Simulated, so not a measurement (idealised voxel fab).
Proc. module: voxel transistor to metal
Pictured: cross-section cut, 175 nm wide, on a grid of 5 nm square cells.
If you're reading a cross-section in this doc, picture square cells in a grid; it comes to you as bands, top ones listed first down to the bottom, and a band can be one or more rows of cells. Read a band's entry like this: the first values are the height of its top and the height of its bottom in nm, and what follows is the sequence of materials from left to right, each with its width in nm. Note that "blank" is empty space, and that a single material marked "throughout" reaches across the band from edge to edge. Height datum 0, below which the as-received substrate wafer is one material. Lowest band open at the bottom, running downward: "0 nm and below". Per-row width for "30 to 40": begins at first number (top row of band), ends at second number (bottom row), increment between rows held constant. Given "everything unchanged" for a step, no cell of the cross-section differs between before and after that step. Each empty space that has no open way to the top and spans at least 8 cells appears under "Voids, fully enclosed" as width x height at distance, the distance counted from the left edge, all in nm. Text after the settings on a step's line: the simulator's own remark on that step. overlay nm: step with mask; distance mask lay right of planned place; negative value = left of planned place.
Here's what the planned process steps look like:
1. RECEIVE with material Si
2. CONFORMAL_DEP with material SiO2, thk nm 5
3. CONFORMAL_DEP with material SiN, thk nm 10
4. DIRECTIONAL_DEP with material aC, thk nm 15
5. PATTERN with tone cover, mask id ACTIVE, material resist, width nm 115, thk nm 35, overlay nm 0
6. DIRECTIONAL_ETCH with etch materials aC, depth nm 15
7. STRIP with etch materials resist
8. DIRECTIONAL_ETCH with etch materials SiN, depth nm 10
9. DIRECTIONAL_ETCH with etch materials SiO2, depth nm 5
10. DIRECTIONAL_ETCH with etch materials Si, depth nm 35
11. STRIP with etch materials aC
12. OXIDIZE with depth nm 5
13. FILL_DEP with material SiO2, thk nm 10
14. CMP with height nm 15
15. SELECTIVE_ETCH with etch materials SiO2, depth nm 5
16. STRIP with etch materials SiN
17. SELECTIVE_ETCH with etch materials SiO2, depth nm 5
18. OXIDIZE with depth nm 5
19. DIRECTIONAL_DEP with material polySi, thk nm 30
20. DIRECTIONAL_DEP with material SiCN, thk nm 10
21. DIRECTIONAL_DEP with material aC, thk nm 15
22. PATTERN with tone cover, mask id GATE, material resist, width nm 25, thk nm 30, overlay nm 0
23. DIRECTIONAL_ETCH with etch materials aC, depth nm 15
24. STRIP with etch materials resist
25. DIRECTIONAL_ETCH with etch materials SiCN, depth nm 20
26. DIRECTIONAL_ETCH with etch materials polySi, depth nm 40
27. STRIP with etch materials aC
28. CONFORMAL_DEP with material SiN, thk nm 10
29. DIRECTIONAL_ETCH with etch materials SiN, depth nm 10
30. DIRECTIONAL_ETCH with etch materials SiO2, depth nm 5
31. DIRECTIONAL_ETCH with etch materials Si, depth nm 5
32. EPI with material pSi, thk nm 5
33. FILL_DEP with material SiO2, thk nm 5
34. CMP with height nm 30
35. STRIP with etch materials polySi
36. SELECTIVE_ETCH with etch materials SiO2, depth nm 5
37. CONFORMAL_DEP with material HfO2, thk nm 5
38. CONFORMAL_DEP with material TiN, thk nm 5
39. FILL_DEP with material W, thk nm 10
40. CMP with height nm 25
41. DIRECTIONAL_DEP with material SiO2, thk nm 15
42. DIRECTIONAL_DEP with material aC, thk nm 15
43. PATTERN with tone open, mask id CONTACT, material resist, width nm 15, pitch nm 80, thk nm 35, overlay nm 0
44. DIRECTIONAL_ETCH with etch materials aC, depth nm 15
45. STRIP with etch materials resist
46. DIRECTIONAL_ETCH with etch materials SiO2, depth nm 45
47. STRIP with etch materials aC
48. CONFORMAL_DEP with material TiN, thk nm 5
49. FILL_DEP with material Ru, thk nm 10
50. CMP with height nm 40
51. DIRECTIONAL_DEP with material TiN, thk nm 5
52. DIRECTIONAL_DEP with material W, thk nm 15
53. MASKED_ETCH with tone cover, mask id METAL_1, width nm 15, pitch nm 80, etch materials W, depth nm 15, overlay nm 0
54. MASKED_ETCH with tone cover, mask id METAL_1, width nm 15, pitch nm 80, etch materials TiN, depth nm 5, overlay nm 0
55. CONFORMAL_DEP with material SiN, thk nm 5
56. FILL_DEP with material SiO2, thk nm 10
57. CMP with height nm 60
58. CONFORMAL_DEP with material SiCN, thk nm 5
Cross-sectional view of the wafer in its as-received condition, corresponding to the state after step 1:
	0 nm and below = Si throughout
	Voids, fully enclosed: none
Here's the cross-section of the first of our two wafers at the end of the module - it ran as planned:
	65 nm to 60 nm = SiCN throughout
	60 nm to 45 nm = 35 SiO2 / 5 SiN / 15 W / 5 SiN / 55 SiO2 / 5 SiN / 15 W / 5 SiN / 35 SiO2
	45 nm to 40 nm = 40 SiN / 15 TiN / 65 SiN / 15 TiN / 40 SiN
	40 nm to 25 nm = 40 SiO2 / 5 TiN / 5 Ru / 5 TiN / 65 SiO2 / 5 TiN / 5 Ru / 5 TiN / 40 SiO2
	25 nm to 5 nm = 40 SiO2 / 5 TiN / 5 Ru / 5 TiN / 10 SiO2 / 10 SiN / 5 HfO2 / 5 TiN / 5 W / 5 TiN / 5 HfO2 / 10 SiN / 10 SiO2 / 5 TiN / 5 Ru / 5 TiN / 40 SiO2
	5 nm to 0 nm = 25 SiO2 / 10 SiN / 5 SiO2 / 5 TiN / 5 Ru / 5 TiN / 10 SiO2 / 10 SiN / 5 HfO2 / 15 TiN / 5 HfO2 / 10 SiN / 10 SiO2 / 5 TiN / 5 Ru / 5 TiN / 5 SiO2 / 10 SiN / 25 SiO2
	0 nm to -5 nm = 40 SiO2 / 15 TiN / 5 SiO2 / 5 pSi / 5 SiO2 / 35 HfO2 / 5 SiO2 / 5 pSi / 5 SiO2 / 15 TiN / 40 SiO2
	-5 nm to -10 nm = 35 SiO2 / 30 pSi / 45 Si / 30 pSi / 35 SiO2
	-10 nm to -40 nm = 35 SiO2 / 105 Si / 35 SiO2
	-40 nm and below = Si throughout
	Voids, fully enclosed: none
This is the second of the two wafers, cross-sectioned at the end of the module; it started exactly like the first and was given the same plan, but it was run with one mistake:
	65 nm to 60 nm = SiCN throughout
	60 nm to 45 nm = 35 SiO2 / 5 SiN / 15 W / 5 SiN / 55 SiO2 / 5 SiN / 15 W / 5 SiN / 35 SiO2
	45 nm to 40 nm = 40 SiN / 15 TiN / 65 SiN / 15 TiN / 40 SiN
	40 nm to 25 nm = 40 SiO2 / 5 TiN / 5 Ru / 5 TiN / 65 SiO2 / 5 TiN / 5 Ru / 5 TiN / 40 SiO2
	25 nm to 5 nm = 40 SiO2 / 5 TiN / 5 Ru / 5 TiN / 10 SiO2 / 10 SiN / 25 HfO2 / 10 SiN / 10 SiO2 / 5 TiN / 5 Ru / 5 TiN / 40 SiO2
	5 nm to 0 nm = 25 SiO2 / 10 SiN / 5 SiO2 / 5 TiN / 5 Ru / 5 TiN / 10 SiO2 / 10 SiN / 25 HfO2 / 10 SiN / 10 SiO2 / 5 TiN / 5 Ru / 5 TiN / 5 SiO2 / 10 SiN / 25 SiO2
	0 nm to -5 nm = 40 SiO2 / 15 TiN / 5 SiO2 / 5 pSi / 5 SiO2 / 35 HfO2 / 5 SiO2 / 5 pSi / 5 SiO2 / 15 TiN / 40 SiO2
	-5 nm to -10 nm = 35 SiO2 / 30 pSi / 45 Si / 30 pSi / 35 SiO2
	-10 nm to -40 nm = 35 SiO2 / 105 Si / 35 SiO2
	-40 nm and below = Si throughout
	Voids, fully enclosed: none
Heads up, the wafer didn't run the way we planned it: step 37, actual vs plan mismatch, actual run CONFORMAL_DEP with material HfO2, thk nm 15
At the finish, the second wafer shows more or fewer cells for some materials than the first does: HfO2: 15 more; TiN: 11 fewer; W: 4 fewer
